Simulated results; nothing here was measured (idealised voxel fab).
process module | voxel air gaps
cross-section cut | 270 nm wide | cells 5 nm
A cross-section is a grid of square cells, given in bands from the top down. A band is one or more rows of cells.
Each band's line starts with the height of the band's top and of its bottom, in nm. Then come its materials from left to right, each with its width in nm. One material with "throughout" fills the band from edge to edge. "air" is empty space.
Height 0 is the level under which the wafer as received is all one material. The lowest band goes on downwards, as in "0 down".
A width such as "30 to 40" changes by the same amount from each row of cells to the next, from the band's top row to its bottom row.
"no change" after a step means that no cell of the cross-section changed.
closed voids: empty space of 8 cells or more with no open way to the top, each as width x height at its distance from the left edge, in nm
after a step's settings: what the simulator itself notes on the step
overlay nm, on a step with a mask: how far to the right of its planned place the mask lay; to the left if negative
Each pair below shows a cross-section before one step and the cross-section after it, down to the lowest band that changed. The line under each pair gives the step between them, with its settings. The pairs can come from different runs of this module on the same starting wafer, so a pair continues from the pair above only where its "before" says so.
before
  0 down: Si throughout
  closed voids: none
after
  15 to 0: SiO2 throughout
  below 0: unchanged
  closed voids: none
the step between: op CONFORMAL_DEP | material SiO2 | thk nm 15
before: the cross-section after the pair above
after
  20 to 15: SiCN throughout
  below 15: unchanged
  closed voids: none
the step between: op CONFORMAL_DEP | material SiCN | thk nm 5
before: the cross-section after the pair above
after
  50 to 20: lowk throughout
  below 20: unchanged
  closed voids: none
the step between: op DIRECTIONAL_DEP | material lowk | thk nm 30
before: the cross-section after the pair above
after
  65 to 50: resist 70 | air 25 | resist 25 | air 25 | resist 25 | air 25 | resist 75
  below 50: unchanged
  closed voids: none
the step between: op PATTERN | tone open | mask id LINES | material resist | width nm 25 | pitch nm 50 | thk nm 15 | overlay nm 0
before: the cross-section after the pair above
after
  65 to 50: resist 70 | air 25 | resist 25 | air 25 | resist 25 | air 25 | resist 75
  50 to 20: lowk 70 | air 25 | lowk 25 | air 25 | lowk 25 | air 25 | lowk 75
  below 20: unchanged
  closed voids: none
the step between: op DIRECTIONAL_ETCH | etch materials lowk | depth nm 30
before: the cross-section after the pair above
after
  50 to 20: lowk 70 | air 25 | lowk 25 | air 25 | lowk 25 | air 25 | lowk 75
  below 20: unchanged
  closed voids: none
the step between: op STRIP | etch materials resist
before: the cross-section after the pair above
after
  55 to 50: TiN 75 | air 15 | TiN 35 | air 15 | TiN 35 | air 15 | TiN 80
  50 to 25: lowk 70 | TiN 5 | air 15 | TiN 5 | lowk 25 | TiN 5 | air 15 | TiN 5 | lowk 25 | TiN 5 | air 15 | TiN 5 | lowk 75
  25 to 20: lowk 70 | TiN 25 | lowk 25 | TiN 25 | lowk 25 | TiN 25 | lowk 75
  below 20: unchanged
  closed voids: none
the step between: op CONFORMAL_DEP | material TiN | thk nm 5
before: the cross-section after the pair above
after
  60 to 55: W throughout
  55 to 50: TiN 75 | W 15 | TiN 35 | W 15 | TiN 35 | W 15 | TiN 80
  50 to 25: lowk 70 | TiN 5 | W 15 | TiN 5 | lowk 25 | TiN 5 | W 15 | TiN 5 | lowk 25 | TiN 5 | W 15 | TiN 5 | lowk 75
  below 25: unchanged
  closed voids: none
the step between: op FILL_DEP | material W | thk nm 5
before: the cross-section after the pair above
after
  50 to 25: lowk 70 | TiN 5 | W 15 | TiN 5 | lowk 25 | TiN 5 | W 15 | TiN 5 | lowk 25 | TiN 5 | W 15 | TiN 5 | lowk 75
  below 25: unchanged
  closed voids: none
the step between: op CMP | height nm 50
before: the cross-section after the pair above
after
  60 to 50: air 60 | Ru 45 | air 5 | Ru 45 | air 5 | Ru 45 | air 65
  below 50: unchanged
  closed voids: none
the step between: op EPI | material Ru | thk nm 10
before: the cross-section after the pair above
after
  60 to 50: air 60 | Ru 45 | air 5 | Ru 45 | air 5 | Ru 45 | air 65
  50 to 25: air 70 | TiN 5 | W 15 | TiN 5 | air 25 | TiN 5 | W 15 | TiN 5 | air 25 | TiN 5 | W 15 | TiN 5 | air 75
  25 to 20: air 70 | TiN 25 | air 25 | TiN 25 | air 25 | TiN 25 | air 75
  below 20: unchanged
  closed voids: none
the step between: op SELECTIVE_ETCH | etch materials lowk | depth nm 40
before: the cross-section after the pair above
after
  65 to 60: air 55 | SiCN 155 | air 60
  60 to 50: air 55 | SiCN 5 | Ru 45 | SiCN 5 | Ru 45 | SiCN 5 | Ru 45 | SiCN 5 | air 60
  50 to 45: air 55 | SiCN 15 | TiN 5 | W 15 | TiN 5 | SiCN 25 | TiN 5 | W 15 | TiN 5 | SiCN 25 | TiN 5 | W 15 | TiN 5 | SiCN 15 | air 60
  45 to 25: air 65 | SiCN 5 | TiN 5 | W 15 | TiN 5 | SiCN 5 | air 15 | SiCN 5 | TiN 5 | W 15 | TiN 5 | SiCN 5 | air 15 | SiCN 5 | TiN 5 | W 15 | TiN 5 | SiCN 5 | air 70
  25 to 20: SiCN 70 | TiN 25 | SiCN 25 | TiN 25 | SiCN 25 | TiN 25 | SiCN 75
  below 20: unchanged
  closed voids: 15 x 20 at 100; 15 x 20 at 150
the step between: op CONFORMAL_DEP | material SiCN | thk nm 5
before
  15 to 0: SiO2 throughout
  0 down: Si throughout
  closed voids: none
after
  45 to 15: lowk throughout
  below 15: unchanged
  closed voids: none
the step between: op DIRECTIONAL_DEP | material lowk | thk nm 30
before: the cross-section after the pair above
after
  60 to 45: resist 70 | air 25 | resist 25 | air 25 | resist 25 | air 25 | resist 75
  below 45: unchanged
  closed voids: none
the step between: op PATTERN | tone open | mask id LINES | material resist | width nm 25 | pitch nm 50 | thk nm 15 | overlay nm 0
before: the cross-section after the pair above
after
  60 to 45: resist 70 | air 25 | resist 25 | air 25 | resist 25 | air 25 | resist 75
  45 to 15: lowk 70 | air 25 | lowk 25 | air 25 | lowk 25 | air 25 | lowk 75
  below 15: unchanged
  closed voids: none
the step between: op DIRECTIONAL_ETCH | etch materials lowk | depth nm 30
before: the cross-section after the pair above
after
  45 to 15: lowk 70 | air 25 | lowk 25 | air 25 | lowk 25 | air 25 | lowk 75
  below 15: unchanged
  closed voids: none
the step between: op STRIP | etch materials resist
before: the cross-section after the pair above
after
  50 to 45: TiN 75 | air 15 | TiN 35 | air 15 | TiN 35 | air 15 | TiN 80
  45 to 20: lowk 70 | TiN 5 | air 15 | TiN 5 | lowk 25 | TiN 5 | air 15 | TiN 5 | lowk 25 | TiN 5 | air 15 | TiN 5 | lowk 75
  20 to 15: lowk 70 | TiN 25 | lowk 25 | TiN 25 | lowk 25 | TiN 25 | lowk 75
  below 15: unchanged
  closed voids: none
the step between: op CONFORMAL_DEP | material TiN | thk nm 5
before: the cross-section after the pair above
after
  55 to 50: W throughout
  50 to 45: TiN 75 | W 15 | TiN 35 | W 15 | TiN 35 | W 15 | TiN 80
  45 to 20: lowk 70 | TiN 5 | W 15 | TiN 5 | lowk 25 | TiN 5 | W 15 | TiN 5 | lowk 25 | TiN 5 | W 15 | TiN 5 | lowk 75
  below 20: unchanged
  closed voids: none
the step between: op FILL_DEP | material W | thk nm 5
before: the cross-section after the pair above
after
  50 to 45: TiN 75 | W 15 | TiN 35 | W 15 | TiN 35 | W 15 | TiN 80
  below 45: unchanged
  closed voids: none
the step between: op CMP | height nm 50
before: the cross-section after the pair above
after
  60 to 50: Ru throughout
  below 50: unchanged
  closed voids: none
the step between: op EPI | material Ru | thk nm 10
before: the cross-section after the pair above
after
  65 to 60: SiCN throughout
  below 60: unchanged
  closed voids: none
the step between: op CONFORMAL_DEP | material SiCN | thk nm 5
before
  60 to 50: air 60 | Ru 45 | air 5 | Ru 45 | air 5 | Ru 45 | air 65
  50 to 25: lowk 70 | TiN 5 | W 15 | TiN 5 | lowk 25 | TiN 5 | W 15 | TiN 5 | lowk 25 | TiN 5 | W 15 | TiN 5 | lowk 75
  25 to 20: lowk 70 | TiN 25 | lowk 25 | TiN 25 | lowk 25 | TiN 25 | lowk 75
  20 to 15: SiCN throughout
  15 to 0: SiO2 throughout
  0 down: Si throughout
  closed voids: none
after
  70 to 50: air 50 | Ru 165 | air 55
  below 50: unchanged
  closed voids: none
the step between: op EPI | material Ru | thk nm 10
before: the cross-section after the pair above
after
  70 to 50: air 50 | Ru 165 | air 55
  50 to 25: air 70 | TiN 5 | W 15 | TiN 5 | lowk 25 | TiN 5 | W 15 | TiN 5 | lowk 25 | TiN 5 | W 15 | TiN 5 | air 75
  25 to 20: air 70 | TiN 25 | lowk 25 | TiN 25 | lowk 25 | TiN 25 | air 75
  below 20: unchanged
  closed voids: none
the step between: op SELECTIVE_ETCH | etch materials lowk | depth nm 40
before: the cross-section after the pair above
after
  75 to 70: air 45 | SiCN 175 | air 50
  70 to 50: air 45 | SiCN 5 | Ru 165 | SiCN 5 | air 50
  50 to 45: air 45 | SiCN 25 | TiN 5 | W 15 | TiN 5 | lowk 25 | TiN 5 | W 15 | TiN 5 | lowk 25 | TiN 5 | W 15 | TiN 5 | SiCN 25 | air 50
  45 to 25: air 65 | SiCN 5 | TiN 5 | W 15 | TiN 5 | lowk 25 | TiN 5 | W 15 | TiN 5 | lowk 25 | TiN 5 | W 15 | TiN 5 | SiCN 5 | air 70
  25 to 20: SiCN 70 | TiN 25 | lowk 25 | TiN 25 | lowk 25 | TiN 25 | SiCN 75
  below 20: unchanged
  closed voids: none
the step between: op CONFORMAL_DEP | material SiCN | thk nm 5
before
  0 down: Si throughout
  closed voids: none
after
  5 to 0: SiCN throughout
  below 0: unchanged
  closed voids: none
the step between: op CONFORMAL_DEP | material SiCN | thk nm 5
before: the cross-section after the pair above
after
  20 to 5: SiO2 throughout
  below 5: unchanged
  closed voids: none
the step between: op CONFORMAL_DEP | material SiO2 | thk nm 15
before: the cross-section after the pair above
after
  50 to 20: lowk throughout
  below 20: unchanged
  closed voids: none
the step between: op DIRECTIONAL_DEP | material lowk | thk nm 30
before: the cross-section after the pair above
after
  65 to 50: resist 70 | air 25 | resist 25 | air 25 | resist 25 | air 25 | resist 75
  below 50: unchanged
  closed voids: none
the step between: op PATTERN | tone open | mask id LINES | material resist | width nm 25 | pitch nm 50 | thk nm 15 | overlay nm 0
before: the cross-section after the pair above
after
  65 to 50: resist 70 | air 25 | resist 25 | air 25 | resist 25 | air 25 | resist 75
  50 to 20: lowk 70 | air 25 | lowk 25 | air 25 | lowk 25 | air 25 | lowk 75
  below 20: unchanged
  closed voids: none
the step between: op DIRECTIONAL_ETCH | etch materials lowk | depth nm 30
before: the cross-section after the pair above
after
  50 to 20: lowk 70 | air 25 | lowk 25 | air 25 | lowk 25 | air 25 | lowk 75
  below 20: unchanged
  closed voids: none
the step between: op STRIP | etch materials resist
before: the cross-section after the pair above
after
  55 to 50: TiN 75 | air 15 | TiN 35 | air 15 | TiN 35 | air 15 | TiN 80
  50 to 25: lowk 70 | TiN 5 | air 15 | TiN 5 | lowk 25 | TiN 5 | air 15 | TiN 5 | lowk 25 | TiN 5 | air 15 | TiN 5 | lowk 75
  25 to 20: lowk 70 | TiN 25 | lowk 25 | TiN 25 | lowk 25 | TiN 25 | lowk 75
  below 20: unchanged
  closed voids: none
the step between: op CONFORMAL_DEP | material TiN | thk nm 5
before: the cross-section after the pair above
after
  60 to 55: W throughout
  55 to 50: TiN 75 | W 15 | TiN 35 | W 15 | TiN 35 | W 15 | TiN 80
  50 to 25: lowk 70 | TiN 5 | W 15 | TiN 5 | lowk 25 | TiN 5 | W 15 | TiN 5 | lowk 25 | TiN 5 | W 15 | TiN 5 | lowk 75
  below 25: unchanged
  closed voids: none
the step between: op FILL_DEP | material W | thk nm 5
before: the cross-section after the pair above
after
  50 to 25: lowk 70 | TiN 5 | W 15 | TiN 5 | lowk 25 | TiN 5 | W 15 | TiN 5 | lowk 25 | TiN 5 | W 15 | TiN 5 | lowk 75
  below 25: unchanged
  closed voids: none
the step between: op CMP | height nm 50
before: the cross-section after the pair above
after
  60 to 50: air 60 | Ru 45 | air 5 | Ru 45 | air 5 | Ru 45 | air 65
  below 50: unchanged
  closed voids: none
the step between: op EPI | material Ru | thk nm 10
before: the cross-section after the pair above
after
  60 to 50: air 60 | Ru 45 | air 5 | Ru 45 | air 5 | Ru 45 | air 65
  50 to 25: air 70 | TiN 5 | W 15 | TiN 5 | air 25 | TiN 5 | W 15 | TiN 5 | air 25 | TiN 5 | W 15 | TiN 5 | air 75
  25 to 20: air 70 | TiN 25 | air 25 | TiN 25 | air 25 | TiN 25 | air 75
  below 20: unchanged
  closed voids: none
the step between: op SELECTIVE_ETCH | etch materials lowk | depth nm 40
before: the cross-section after the pair above
after
  65 to 60: air 55 | SiCN 155 | air 60
  60 to 50: air 55 | SiCN 5 | Ru 45 | SiCN 5 | Ru 45 | SiCN 5 | Ru 45 | SiCN 5 | air 60
  50 to 45: air 55 | SiCN 15 | TiN 5 | W 15 | TiN 5 | SiCN 25 | TiN 5 | W 15 | TiN 5 | SiCN 25 | TiN 5 | W 15 | TiN 5 | SiCN 15 | air 60
  45 to 25: air 65 | SiCN 5 | TiN 5 | W 15 | TiN 5 | SiCN 5 | air 15 | SiCN 5 | TiN 5 | W 15 | TiN 5 | SiCN 5 | air 15 | SiCN 5 | TiN 5 | W 15 | TiN 5 | SiCN 5 | air 70
  25 to 20: SiCN 70 | TiN 25 | SiCN 25 | TiN 25 | SiCN 25 | TiN 25 | SiCN 75
  below 20: unchanged
  closed voids: 15 x 20 at 100; 15 x 20 at 150
the step between: op CONFORMAL_DEP | material SiCN | thk nm 5
before
  0 down: Si throughout
  closed voids: none
after
  5 to 0: SiO2 throughout
  below 0: unchanged
  closed voids: none
the step between: op CONFORMAL_DEP | material SiO2 | thk nm 5
before: the cross-section after the pair above
after
  10 to 5: SiCN throughout
  below 5: unchanged
  closed voids: none
the step between: op CONFORMAL_DEP | material SiCN | thk nm 5
before: the cross-section after the pair above
after
  40 to 10: lowk throughout
  below 10: unchanged
  closed voids: none
the step between: op DIRECTIONAL_DEP | material lowk | thk nm 30
before: the cross-section after the pair above
after
  55 to 40: resist 70 | air 25 | resist 25 | air 25 | resist 25 | air 25 | resist 75
  below 40: unchanged
  closed voids: none
the step between: op PATTERN | tone open | mask id LINES | material resist | width nm 25 | pitch nm 50 | thk nm 15 | overlay nm 0
before: the cross-section after the pair above
after
  55 to 40: resist 70 | air 25 | resist 25 | air 25 | resist 25 | air 25 | resist 75
  40 to 10: lowk 70 | air 25 | lowk 25 | air 25 | lowk 25 | air 25 | lowk 75
  below 10: unchanged
  closed voids: none
the step between: op DIRECTIONAL_ETCH | etch materials lowk | depth nm 30
before: the cross-section after the pair above
after
  40 to 10: lowk 70 | air 25 | lowk 25 | air 25 | lowk 25 | air 25 | lowk 75
  below 10: unchanged
  closed voids: none
the step between: op STRIP | etch materials resist
before: the cross-section after the pair above
after
  45 to 40: TiN 75 | air 15 | TiN 35 | air 15 | TiN 35 | air 15 | TiN 80
  40 to 15: lowk 70 | TiN 5 | air 15 | TiN 5 | lowk 25 | TiN 5 | air 15 | TiN 5 | lowk 25 | TiN 5 | air 15 | TiN 5 | lowk 75
  15 to 10: lowk 70 | TiN 25 | lowk 25 | TiN 25 | lowk 25 | TiN 25 | lowk 75
  below 10: unchanged
  closed voids: none
the step between: op CONFORMAL_DEP | material TiN | thk nm 5
before: the cross-section after the pair above
after
  50 to 45: W throughout
  45 to 40: TiN 75 | W 15 | TiN 35 | W 15 | TiN 35 | W 15 | TiN 80
  40 to 15: lowk 70 | TiN 5 | W 15 | TiN 5 | lowk 25 | TiN 5 | W 15 | TiN 5 | lowk 25 | TiN 5 | W 15 | TiN 5 | lowk 75
  below 15: unchanged
  closed voids: none
the step between: op FILL_DEP | material W | thk nm 5
before: the cross-section after the pair above
after
  60 to 50: Ru throughout
  below 50: unchanged
  closed voids: none
the step between: op EPI | material Ru | thk nm 10
before: the cross-section after the pair above
after
  65 to 60: SiCN throughout
  below 60: unchanged
  closed voids: none
the step between: op CONFORMAL_DEP | material SiCN | thk nm 5
before
  50 to 20: lowk throughout
  20 to 15: SiCN throughout
  15 to 0: SiO2 throughout
  0 down: Si throughout
  closed voids: none
after
  65 to 50: resist 75 | air 20 | resist 30 | air 20 | resist 30 | air 20 | resist 75
  below 50: unchanged
  closed voids: none
the step between: op PATTERN | tone open | mask id LINES | material resist | width nm 20 | pitch nm 50 | thk nm 15 | overlay nm 0
before: the cross-section after the pair above
after
  65 to 50: resist 75 | air 20 | resist 30 | air 20 | resist 30 | air 20 | resist 75
  50 to 20: lowk 75 | air 20 | lowk 30 | air 20 | lowk 30 | air 20 | lowk 75
  below 20: unchanged
  closed voids: none
the step between: op DIRECTIONAL_ETCH | etch materials lowk | depth nm 30
before: the cross-section after the pair above
after
  50 to 20: lowk 75 | air 20 | lowk 30 | air 20 | lowk 30 | air 20 | lowk 75
  below 20: unchanged
  closed voids: none
the step between: op STRIP | etch materials resist
before: the cross-section after the pair above
after
  55 to 50: TiN 80 | air 10 | TiN 40 | air 10 | TiN 40 | air 10 | TiN 80
  50 to 25: lowk 75 | TiN 5 | air 10 | TiN 5 | lowk 30 | TiN 5 | air 10 | TiN 5 | lowk 30 | TiN 5 | air 10 | TiN 5 | lowk 75
  25 to 20: lowk 75 | TiN 20 | lowk 30 | TiN 20 | lowk 30 | TiN 20 | lowk 75
  below 20: unchanged
  closed voids: none
the step between: op CONFORMAL_DEP | material TiN | thk nm 5
before: the cross-section after the pair above
after
  60 to 55: W throughout
  55 to 50: TiN 80 | W 10 | TiN 40 | W 10 | TiN 40 | W 10 | TiN 80
  50 to 25: lowk 75 | TiN 5 | W 10 | TiN 5 | lowk 30 | TiN 5 | W 10 | TiN 5 | lowk 30 | TiN 5 | W 10 | TiN 5 | lowk 75
  below 25: unchanged
  closed voids: none
the step between: op FILL_DEP | material W | thk nm 5
before: the cross-section after the pair above
after
  50 to 25: lowk 75 | TiN 5 | W 10 | TiN 5 | lowk 30 | TiN 5 | W 10 | TiN 5 | lowk 30 | TiN 5 | W 10 | TiN 5 | lowk 75
  below 25: unchanged
  closed voids: none
the step between: op CMP | height nm 50
before: the cross-section after the pair above
after
  60 to 50: air 65 | Ru 40 | air 10 | Ru 40 | air 10 | Ru 40 | air 65
  below 50: unchanged
  closed voids: none
the step between: op EPI | material Ru | thk nm 10
before: the cross-section after the pair above
after
  60 to 50: air 65 | Ru 40 | air 10 | Ru 40 | air 10 | Ru 40 | air 65
  50 to 25: air 75 | TiN 5 | W 10 | TiN 5 | air 30 | TiN 5 | W 10 | TiN 5 | air 30 | TiN 5 | W 10 | TiN 5 | air 75
  25 to 20: air 75 | TiN 20 | air 30 | TiN 20 | air 30 | TiN 20 | air 75
  below 20: unchanged
  closed voids: none
the step between: op SELECTIVE_ETCH | etch materials lowk | depth nm 40
before: the cross-section after the pair above
after
  65 to 60: air 60 | SiCN 150 | air 60
  60 to 50: air 60 | SiCN 5 | Ru 40 | SiCN 10 | Ru 40 | SiCN 10 | Ru 40 | SiCN 5 | air 60
  50 to 45: air 60 | SiCN 15 | TiN 5 | W 10 | TiN 5 | SiCN 30 | TiN 5 | W 10 | TiN 5 | SiCN 30 | TiN 5 | W 10 | TiN 5 | SiCN 15 | air 60
  45 to 25: air 70 | SiCN 5 | TiN 5 | W 10 | TiN 5 | SiCN 5 | air 20 | SiCN 5 | TiN 5 | W 10 | TiN 5 | SiCN 5 | air 20 | SiCN 5 | TiN 5 | W 10 | TiN 5 | SiCN 5 | air 70
  25 to 20: SiCN 75 | TiN 20 | SiCN 30 | TiN 20 | SiCN 30 | TiN 20 | SiCN 75
  below 20: unchanged
  closed voids: 20 x 20 at 100; 20 x 20 at 150
the step between: op CONFORMAL_DEP | material SiCN | thk nm 5
before
  50 to 20: lowk throughout
  20 to 15: SiCN throughout
  15 to 0: SiO2 throughout
  0 down: Si throughout
  closed voids: none
after
  65 to 50: resist 65 | air 25 | resist 25 | air 25 | resist 25 | air 25 | resist 80
  below 50: unchanged
  closed voids: none
the step between: op PATTERN | tone open | mask id LINES | material resist | width nm 25 | pitch nm 50 | thk nm 15 | overlay nm -5
before: the cross-section after the pair above
after
  65 to 50: resist 65 | air 25 | resist 25 | air 25 | resist 25 | air 25 | resist 80
  50 to 20: lowk 65 | air 25 | lowk 25 | air 25 | lowk 25 | air 25 | lowk 80
  below 20: unchanged
  closed voids: none
the step between: op DIRECTIONAL_ETCH | etch materials lowk | depth nm 30
before: the cross-section after the pair above
after
  50 to 20: lowk 65 | air 25 | lowk 25 | air 25 | lowk 25 | air 25 | lowk 80
  below 20: unchanged
  closed voids: none
the step between: op STRIP | etch materials resist
before: the cross-section after the pair above
after
  55 to 50: TiN 70 | air 15 | TiN 35 | air 15 | TiN 35 | air 15 | TiN 85
  50 to 25: lowk 65 | TiN 5 | air 15 | TiN 5 | lowk 25 | TiN 5 | air 15 | TiN 5 | lowk 25 | TiN 5 | air 15 | TiN 5 | lowk 80
  25 to 20: lowk 65 | TiN 25 | lowk 25 | TiN 25 | lowk 25 | TiN 25 | lowk 80
  below 20: unchanged
  closed voids: none
the step between: op CONFORMAL_DEP | material TiN | thk nm 5
before: the cross-section after the pair above
after
  60 to 55: W throughout
  55 to 50: TiN 70 | W 15 | TiN 35 | W 15 | TiN 35 | W 15 | TiN 85
  50 to 25: lowk 65 | TiN 5 | W 15 | TiN 5 | lowk 25 | TiN 5 | W 15 | TiN 5 | lowk 25 | TiN 5 | W 15 | TiN 5 | lowk 80
  below 25: unchanged
  closed voids: none
the step between: op FILL_DEP | material W | thk nm 5
before: the cross-section after the pair above
after
  50 to 25: lowk 65 | TiN 5 | W 15 | TiN 5 | lowk 25 | TiN 5 | W 15 | TiN 5 | lowk 25 | TiN 5 | W 15 | TiN 5 | lowk 80
  below 25: unchanged
  closed voids: none
the step between: op CMP | height nm 50
before: the cross-section after the pair above
after
  60 to 50: air 55 | Ru 45 | air 5 | Ru 45 | air 5 | Ru 45 | air 70
  below 50: unchanged
  closed voids: none
the step between: op EPI | material Ru | thk nm 10
before: the cross-section after the pair above
after
  60 to 50: air 55 | Ru 45 | air 5 | Ru 45 | air 5 | Ru 45 | air 70
  50 to 25: air 65 | TiN 5 | W 15 | TiN 5 | air 25 | TiN 5 | W 15 | TiN 5 | air 25 | TiN 5 | W 15 | TiN 5 | air 80
  25 to 20: air 65 | TiN 25 | air 25 | TiN 25 | air 25 | TiN 25 | air 80
  below 20: unchanged
  closed voids: none
the step between: op SELECTIVE_ETCH | etch materials lowk | depth nm 40
before: the cross-section after the pair above
after
  65 to 60: air 50 | SiCN 155 | air 65
  60 to 50: air 50 | SiCN 5 | Ru 45 | SiCN 5 | Ru 45 | SiCN 5 | Ru 45 | SiCN 5 | air 65
  50 to 45: air 50 | SiCN 15 | TiN 5 | W 15 | TiN 5 | SiCN 25 | TiN 5 | W 15 | TiN 5 | SiCN 25 | TiN 5 | W 15 | TiN 5 | SiCN 15 | air 65
  45 to 25: air 60 | SiCN 5 | TiN 5 | W 15 | TiN 5 | SiCN 5 | air 15 | SiCN 5 | TiN 5 | W 15 | TiN 5 | SiCN 5 | air 15 | SiCN 5 | TiN 5 | W 15 | TiN 5 | SiCN 5 | air 75
  25 to 20: SiCN 65 | TiN 25 | SiCN 25 | TiN 25 | SiCN 25 | TiN 25 | SiCN 80
  below 20: unchanged
  closed voids: 15 x 20 at 95; 15 x 20 at 145
the step between: op CONFORMAL_DEP | material SiCN | thk nm 5
before
  20 to 15: SiCN throughout
  15 to 0: SiO2 throughout
  0 down: Si throughout
  closed voids: none
after
  50 to 20: TiN throughout
  below 20: unchanged
  closed voids: none
the step between: op DIRECTIONAL_DEP | material TiN | thk nm 30
before: the cross-section after the pair above
after
  65 to 50: resist 70 | air 25 | resist 25 | air 25 | resist 25 | air 25 | resist 75
  below 50: unchanged
  closed voids: none
the step between: op PATTERN | tone open | mask id LINES | material resist | width nm 25 | pitch nm 50 | thk nm 15 | overlay nm 0
before: the cross-section after the pair above
after
  50 to 20: TiN throughout
  below 20: unchanged
  closed voids: none
the step between: op STRIP | etch materials resist
before: the cross-section after the pair above
after
  55 to 20: TiN throughout
  below 20: unchanged
  closed voids: none
the step between: op CONFORMAL_DEP | material TiN | thk nm 5
before: the cross-section after the pair above
after
  60 to 55: W throughout
  below 55: unchanged
  closed voids: none
the step between: op FILL_DEP | material W | thk nm 5
before: the cross-section after the pair above
after
  50 to 20: TiN throughout
  below 20: unchanged
  closed voids: none
the step between: op CMP | height nm 50
before: the cross-section after the pair above
after
  60 to 50: Ru throughout
  below 50: unchanged
  closed voids: none
the step between: op EPI | material Ru | thk nm 10
before: the cross-section after the pair above
after
  65 to 60: SiCN throughout
  below 60: unchanged
  closed voids: none
the step between: op CONFORMAL_DEP | material SiCN | thk nm 5
before
  50 to 20: lowk throughout
  20 to 15: SiCN throughout
  15 to 0: SiO2 throughout
  0 down: Si throughout
  closed voids: none
after
  65 to 50: air 70 | resist 25 | air 25 | resist 25 | air 25 | resist 25 | air 75
  below 50: unchanged
  closed voids: none
the step between: op PATTERN | tone cover | mask id LINES | material resist | width nm 25 | pitch nm 50 | thk nm 15 | overlay nm 0
before: the cross-section after the pair above
after
  65 to 50: air 70 | resist 25 | air 25 | resist 25 | air 25 | resist 25 | air 75
  50 to 20: air 70 | lowk 25 | air 25 | lowk 25 | air 25 | lowk 25 | air 75
  below 20: unchanged
  closed voids: none
the step between: op DIRECTIONAL_ETCH | etch materials lowk | depth nm 30
before: the cross-section after the pair above
after
  50 to 20: air 70 | lowk 25 | air 25 | lowk 25 | air 25 | lowk 25 | air 75
  below 20: unchanged
  closed voids: none
the step between: op STRIP | etch materials resist
before: the cross-section after the pair above
after
  55 to 50: air 65 | TiN 35 | air 15 | TiN 35 | air 15 | TiN 35 | air 70
  50 to 25: air 65 | TiN 5 | lowk 25 | TiN 5 | air 15 | TiN 5 | lowk 25 | TiN 5 | air 15 | TiN 5 | lowk 25 | TiN 5 | air 70
  25 to 20: TiN 70 | lowk 25 | TiN 25 | lowk 25 | TiN 25 | lowk 25 | TiN 75
  below 20: unchanged
  closed voids: none
the step between: op CONFORMAL_DEP | material TiN | thk nm 5
before: the cross-section after the pair above
after
  60 to 55: W throughout
  55 to 50: W 65 | TiN 35 | W 15 | TiN 35 | W 15 | TiN 35 | W 70
  50 to 25: W 65 | TiN 5 | lowk 25 | TiN 5 | W 15 | TiN 5 | lowk 25 | TiN 5 | W 15 | TiN 5 | lowk 25 | TiN 5 | W 70
  below 25: unchanged
  closed voids: none
the step between: op FILL_DEP | material W | thk nm 5
before: the cross-section after the pair above
after
  50 to 25: W 65 | TiN 5 | lowk 25 | TiN 5 | W 15 | TiN 5 | lowk 25 | TiN 5 | W 15 | TiN 5 | lowk 25 | TiN 5 | W 70
  below 25: unchanged
  closed voids: none
the step between: op CMP | height nm 50
before: the cross-section after the pair above
after
  60 to 50: Ru 80 | air 5 | Ru 45 | air 5 | Ru 45 | air 5 | Ru 85
  below 50: unchanged
  closed voids: none
the step between: op EPI | material Ru | thk nm 10
before: the cross-section after the pair above
after
  60 to 50: Ru 80 | air 5 | Ru 45 | air 5 | Ru 45 | air 5 | Ru 85
  50 to 25: W 65 | TiN 5 | air 25 | TiN 5 | W 15 | TiN 5 | air 25 | TiN 5 | W 15 | TiN 5 | air 25 | TiN 5 | W 70
  25 to 20: TiN 70 | air 25 | TiN 25 | air 25 | TiN 25 | air 25 | TiN 75
  below 20: unchanged
  closed voids: none
the step between: op SELECTIVE_ETCH | etch materials lowk | depth nm 40
before: the cross-section after the pair above
after
  65 to 60: SiCN throughout
  60 to 50: Ru 80 | SiCN 5 | Ru 45 | SiCN 5 | Ru 45 | SiCN 5 | Ru 85
  50 to 45: W 65 | TiN 5 | SiCN 25 | TiN 5 | W 15 | TiN 5 | SiCN 25 | TiN 5 | W 15 | TiN 5 | SiCN 25 | TiN 5 | W 70
  45 to 25: W 65 | TiN 5 | SiCN 5 | air 15 | SiCN 5 | TiN 5 | W 15 | TiN 5 | SiCN 5 | air 15 | SiCN 5 | TiN 5 | W 15 | TiN 5 | SiCN 5 | air 15 | SiCN 5 | TiN 5 | W 70
  25 to 20: TiN 70 | SiCN 25 | TiN 25 | SiCN 25 | TiN 25 | SiCN 25 | TiN 75
  below 20: unchanged
  closed voids: 15 x 20 at 75; 15 x 20 at 125; 15 x 20 at 175
the step between: op CONFORMAL_DEP | material SiCN | thk nm 5
